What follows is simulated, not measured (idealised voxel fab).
Proc. module: voxel local oxidation
For reference, the cross-section in this document is cut, with width 175 nm and square cells of 5 nm.
The cross-sections in this document take the form of a grid made of square cells. They are written out as bands, in order from top to bottom. Each band consists of one or more rows of cells.
Per band: top height and bottom height in nm, followed by the left-to-right materials and their widths in nm; "full width" marks a single material spanning edge to edge, "empty" marks empty space.
All heights in this document are referenced to 0, defined as the level beneath which the wafer, as received, consists entirely of one material. The lowest band is not bounded below; it extends indefinitely downward and is written in the form "0 nm and below".
When a width is written as two numbers, as in "30->40", the first number is the width in the top row of cells of the band and the second is the width in its bottom row, and the width changes by the same amount from each row to the next.
"nothing different", as given for a step, is the statement that not any cell of the cross-section underwent a change during that step.
"Sealed voids": sealed empty spaces, 8 cells or more, no open way to top, listed width x height at distance, with distance from the left edge and width, height and distance in nm.
That trailing text on a step's line, after the settings, is the simulator's own remark on the step.
The setting "overlay nm" may be written on the line of a step. When the step uses a mask, the value reports how far to the right of the planned place the mask lay, and a negative value reports that it lay to the left.
**These are the steps we planned for the process**
1) RECEIVE, material Si
2) OXIDIZE, depth nm 5
3) CONFORMAL_DEP, material SiN, thk nm 10
4) PATTERN, tone cover, mask id ACTIVE, material resist, width nm 130, thk nm 15, overlay nm 0
5) DIRECTIONAL_ETCH, etch materials SiN, depth nm 10
6) STRIP, etch materials resist
7) SELECTIVE_ETCH, etch materials SiO2, depth nm 5
8) OXIDIZE, depth nm 10
9) STRIP, etch materials SiN
**Cross-section of the wafer at receipt, which is the condition after step 1**
* 0 nm and below  Si full width
* Sealed voids: none
**First of two wafers at the end of the module, shown in cross-section; run carried out as planned**
* 0 nm to -5 nm  25 of empty | 120 of SiO2 | 30 of empty
* -5 nm to -15 nm  35 of SiO2 | 100 of Si | 40 of SiO2
* -15 nm and below  Si full width
* Sealed voids: none
**Cross-section at end of module for the second wafer of two, which matched the first in starting point and plan and differed by one mistake in its processing**
* 0 nm to -5 nm  25 of empty | 125 of SiO2 | 25 of empty
* -5 nm to -15 nm  35 of SiO2 | 105 of Si | 35 of SiO2
* -15 nm and below  Si full width
* Sealed voids: none
Finding, execution versus plan: step 4 deviated from plan and actually ran as PATTERN, tone cover, mask id ACTIVE, material resist, width nm 135, thk nm 15, overlay nm 0
Final difference in cells, second wafer against first, listed per material as more or fewer: 2 more of Si; 1 fewer of SiO2
